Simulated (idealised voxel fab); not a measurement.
process module | voxel self aligned contacts
cross-section cut | 240 nm wide | cells 5 nm
A cross-section is a grid of square cells, given in bands from the top down. A band is one or more rows of cells.
Each band's line starts with the height of the band's top and of its bottom, in nm. Then come its materials from left to right, each with its width in nm. One material with "throughout" fills the band from edge to edge. "air" is empty space.
Height 0 is the level under which the wafer as received is all one material. The lowest band goes on downwards, as in "0 down".
A width such as "30 to 40" changes by the same amount from each row of cells to the next, from the band's top row to its bottom row.
"no change" after a step means that no cell of the cross-section changed.
closed voids: empty space of 8 cells or more with no open way to the top, each as width x height at its distance from the left edge, in nm
after a step's settings: what the simulator itself notes on the step
overlay nm, on a step with a mask: how far to the right of its planned place the mask lay; to the left if negative
plan
1 op RECEIVE | material Si
2 op CONFORMAL_DEP | material SiO2 | thk nm 5
3 op DIRECTIONAL_DEP | material polySi | thk nm 25
4 op DIRECTIONAL_DEP | material SiN | thk nm 20
5 op DIRECTIONAL_DEP | material aC | thk nm 15
6 op PATTERN | tone cover | mask id GATE | material resist | width nm 35 | pitch nm 60 | thk nm 30 | overlay nm 0
7 op DIRECTIONAL_ETCH | etch materials aC | depth nm 15
8 op STRIP | etch materials resist
9 op DIRECTIONAL_ETCH | etch materials SiN | depth nm 20
10 op DIRECTIONAL_ETCH | etch materials polySi | depth nm 25
11 op STRIP | etch materials aC
12 op CONFORMAL_DEP | material SiN | thk nm 5
13 op DIRECTIONAL_ETCH | etch materials SiN | depth nm 5
14 op FILL_DEP | material SiO2 | thk nm 15
15 op CMP | height nm 55
16 op PATTERN | tone open | mask id CONTACT | material resist | width nm 45 | thk nm 15 | overlay nm 0
17 op DIRECTIONAL_ETCH | etch materials SiO2 | depth nm 55
18 op STRIP | etch materials resist
19 op CONFORMAL_DEP | material TiN | thk nm 5
20 op FILL_DEP | material W | thk nm 5
21 op CMP | height nm 55
22 op CONFORMAL_DEP | material SiN | thk nm 5
as received, after step 1
  0 down: Si throughout
  closed voids: none
a wafer at the end: this start, this plan, one mistake
  60 to 55: SiN throughout
  55 to 35: SiO2 65 | SiN 5 | polySi 35 | SiN 5 | TiN 5 | W 5 | TiN 5 | SiN 5 | polySi 35 | SiN 5 | SiO2 70
  35 to 30: SiO2 65 | SiN 5 | polySi 35 | SiN 5 | TiN 15 | SiN 5 | polySi 35 | SiN 5 | SiO2 70
  30 to 5: polySi throughout
  5 to 0: SiO2 throughout
  0 down: Si throughout
  closed voids: none
what went wrong: step 3 was run twice
